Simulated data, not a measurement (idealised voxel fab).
process module | voxel air gaps
cross-section cut | 260 nm wide | cells 5 nm
A cross-section is a grid of square cells, given in bands from the top down. A band is one or more rows of cells.
Each band's line starts with the height of the band's top and of its bottom, in nm. Then come its materials from left to right, each with its width in nm. One material with "throughout" fills the band from edge to edge. "air" is empty space.
Height 0 is the level under which the wafer as received is all one material. The lowest band goes on downwards, as in "0 down".
A width such as "30 to 40" changes by the same amount from each row of cells to the next, from the band's top row to its bottom row.
"no change" after a step means that no cell of the cross-section changed.
closed voids: empty space of 8 cells or more with no open way to the top, each as width x height at its distance from the left edge, in nm
after a step's settings: what the simulator itself notes on the step
overlay nm, on a step with a mask: how far to the right of its planned place the mask lay; to the left if negative
plan
1 op RECEIVE | material Si
2 op CONFORMAL_DEP | material SiO2 | thk nm 10
3 op CONFORMAL_DEP | material SiCN | thk nm 5
4 op DIRECTIONAL_DEP | material lowk | thk nm 35
5 op DIRECTIONAL_DEP | material aC | thk nm 10
6 op PATTERN | tone open | mask id LINES | material resist | width nm 25 | pitch nm 55 | thk nm 30 | overlay nm 0
7 op DIRECTIONAL_ETCH | etch materials aC | depth nm 10
8 op STRIP | etch materials resist
9 op DIRECTIONAL_ETCH | etch materials lowk | depth nm 35
10 op STRIP | etch materials aC
11 op CONFORMAL_DEP | material TiN | thk nm 5
12 op FILL_DEP | material Ru | thk nm 10
13 op CMP | height nm 50
14 op EPI | material Ru | thk nm 10
15 op SELECTIVE_ETCH | etch materials lowk | depth nm 45
16 op CONFORMAL_DEP | material SiCN | thk nm 5
first wafer, as planned
as received, after step 1
  0 down: Si throughout
  closed voids: none
after step 2
  10 to 0: SiO2 throughout
  below 0: unchanged
after step 3
  15 to 10: SiCN throughout
  below 10: unchanged
after step 4
  50 to 15: lowk throughout
  below 15: unchanged
after step 5
  60 to 50: aC throughout
  below 50: unchanged
after step 6
  90 to 60: resist 35 | air 25 | resist 30 | air 25 | resist 30 | air 25 | resist 30 | air 25 | resist 35
  below 60: unchanged
after step 7
  80 to 60: resist 35 | air 25 | resist 30 | air 25 | resist 30 | air 25 | resist 30 | air 25 | resist 35
  60 to 50: aC 35 | air 25 | aC 30 | air 25 | aC 30 | air 25 | aC 30 | air 25 | aC 35
  below 50: unchanged
after step 8
  60 to 50: aC 35 | air 25 | aC 30 | air 25 | aC 30 | air 25 | aC 30 | air 25 | aC 35
  below 50: unchanged
after step 9
  60 to 50: aC 35 | air 25 | aC 30 | air 25 | aC 30 | air 25 | aC 30 | air 25 | aC 35
  50 to 15: lowk 35 | air 25 | lowk 30 | air 25 | lowk 30 | air 25 | lowk 30 | air 25 | lowk 35
  below 15: unchanged
after step 10
  50 to 15: lowk 35 | air 25 | lowk 30 | air 25 | lowk 30 | air 25 | lowk 30 | air 25 | lowk 35
  below 15: unchanged
after step 11
  55 to 50: TiN 40 | air 15 | TiN 40 | air 15 | TiN 40 | air 15 | TiN 40 | air 15 | TiN 40
  50 to 20: lowk 35 | TiN 5 | air 15 | TiN 5 | lowk 30 | TiN 5 | air 15 | TiN 5 | lowk 30 | TiN 5 | air 15 | TiN 5 | lowk 30 | TiN 5 | air 15 | TiN 5 | lowk 35
  20 to 15: lowk 35 | TiN 25 | lowk 30 | TiN 25 | lowk 30 | TiN 25 | lowk 30 | TiN 25 | lowk 35
  below 15: unchanged
after step 12
  65 to 55: Ru throughout
  55 to 50: TiN 40 | Ru 15 | TiN 40 | Ru 15 | TiN 40 | Ru 15 | TiN 40 | Ru 15 | TiN 40
  50 to 20: lowk 35 | TiN 5 | Ru 15 | TiN 5 | lowk 30 | TiN 5 | Ru 15 | TiN 5 | lowk 30 | TiN 5 | Ru 15 | TiN 5 | lowk 30 | TiN 5 | Ru 15 | TiN 5 | lowk 35
  below 20: unchanged
after step 13
  50 to 20: lowk 35 | TiN 5 | Ru 15 | TiN 5 | lowk 30 | TiN 5 | Ru 15 | TiN 5 | lowk 30 | TiN 5 | Ru 15 | TiN 5 | lowk 30 | TiN 5 | Ru 15 | TiN 5 | lowk 35
  below 20: unchanged
after step 14
  60 to 50: air 25 | Ru 45 | air 10 | Ru 45 | air 10 | Ru 45 | air 10 | Ru 45 | air 25
  below 50: unchanged
after step 15
  60 to 50: air 25 | Ru 45 | air 10 | Ru 45 | air 10 | Ru 45 | air 10 | Ru 45 | air 25
  50 to 20: air 35 | TiN 5 | Ru 15 | TiN 5 | air 30 | TiN 5 | Ru 15 | TiN 5 | air 30 | TiN 5 | Ru 15 | TiN 5 | air 30 | TiN 5 | Ru 15 | TiN 5 | air 35
  20 to 15: air 35 | TiN 25 | air 30 | TiN 25 | air 30 | TiN 25 | air 30 | TiN 25 | air 35
  below 15: unchanged
after step 16
  65 to 60: air 20 | SiCN 220 | air 20
  60 to 50: air 20 | SiCN 5 | Ru 45 | SiCN 10 | Ru 45 | SiCN 10 | Ru 45 | SiCN 10 | Ru 45 | SiCN 5 | air 20
  50 to 45: air 20 | SiCN 15 | TiN 5 | Ru 15 | TiN 5 | SiCN 30 | TiN 5 | Ru 15 | TiN 5 | SiCN 30 | TiN 5 | Ru 15 | TiN 5 | SiCN 30 | TiN 5 | Ru 15 | TiN 5 | SiCN 15 | air 20
  45 to 20: air 30 | SiCN 5 | TiN 5 | Ru 15 | TiN 5 | SiCN 5 | air 20 | SiCN 5 | TiN 5 | Ru 15 | TiN 5 | SiCN 5 | air 20 | SiCN 5 | TiN 5 | Ru 15 | TiN 5 | SiCN 5 | air 20 | SiCN 5 | TiN 5 | Ru 15 | TiN 5 | SiCN 5 | air 30
  20 to 15: SiCN 35 | TiN 25 | SiCN 30 | TiN 25 | SiCN 30 | TiN 25 | SiCN 30 | TiN 25 | SiCN 35
  below 15: unchanged
  closed voids: 20 x 25 at 65; 20 x 25 at 120; 20 x 25 at 175
second wafer: like start, like plan, one mistake. Through step 13 it matches the first wafer
when step 14 should have ended
  50 to 20: air 35 | TiN 5 | Ru 15 | TiN 5 | air 30 | TiN 5 | Ru 15 | TiN 5 | air 30 | TiN 5 | Ru 15 | TiN 5 | air 30 | TiN 5 | Ru 15 | TiN 5 | air 35
  20 to 15: air 35 | TiN 25 | air 30 | TiN 25 | air 30 | TiN 25 | air 30 | TiN 25 | air 35
  below 15: unchanged
when step 15 should have ended
  60 to 50: air 25 | Ru 45 | air 10 | Ru 45 | air 10 | Ru 45 | air 10 | Ru 45 | air 25
  50 to 20: air 25 | Ru 10 | TiN 5 | Ru 15 | TiN 5 | Ru 10 | air 10 | Ru 10 | TiN 5 | Ru 15 | TiN 5 | Ru 10 | air 10 | Ru 10 | TiN 5 | Ru 15 | TiN 5 | Ru 10 | air 10 | Ru 10 | TiN 5 | Ru 15 | TiN 5 | Ru 10 | air 25
  20 to 15: air 25 | Ru 10 | TiN 25 | Ru 10 | air 10 | Ru 10 | TiN 25 | Ru 10 | air 10 | Ru 10 | TiN 25 | Ru 10 | air 10 | Ru 10 | TiN 25 | Ru 10 | air 25
  below 15: unchanged
when step 16 should have ended
  65 to 60: air 20 | SiCN 220 | air 20
  60 to 50: air 20 | SiCN 5 | Ru 45 | SiCN 10 | Ru 45 | SiCN 10 | Ru 45 | SiCN 10 | Ru 45 | SiCN 5 | air 20
  50 to 20: air 20 | SiCN 5 | Ru 10 | TiN 5 | Ru 15 | TiN 5 | Ru 10 | SiCN 10 | Ru 10 | TiN 5 | Ru 15 | TiN 5 | Ru 10 | SiCN 10 | Ru 10 | TiN 5 | Ru 15 | TiN 5 | Ru 10 | SiCN 10 | Ru 10 | TiN 5 | Ru 15 | TiN 5 | Ru 10 | SiCN 5 | air 20
  20 to 15: SiCN 25 | Ru 10 | TiN 25 | Ru 10 | SiCN 10 | Ru 10 | TiN 25 | Ru 10 | SiCN 10 | Ru 10 | TiN 25 | Ru 10 | SiCN 10 | Ru 10 | TiN 25 | Ru 10 | SiCN 25
  below 15: unchanged
what went wrong: steps 14 and 15 were swapped
at the end the second wafer has, in cells: 112 more of Ru | 32 fewer of SiCN
closed voids at the end (first wafer, second wafer): 3, 0
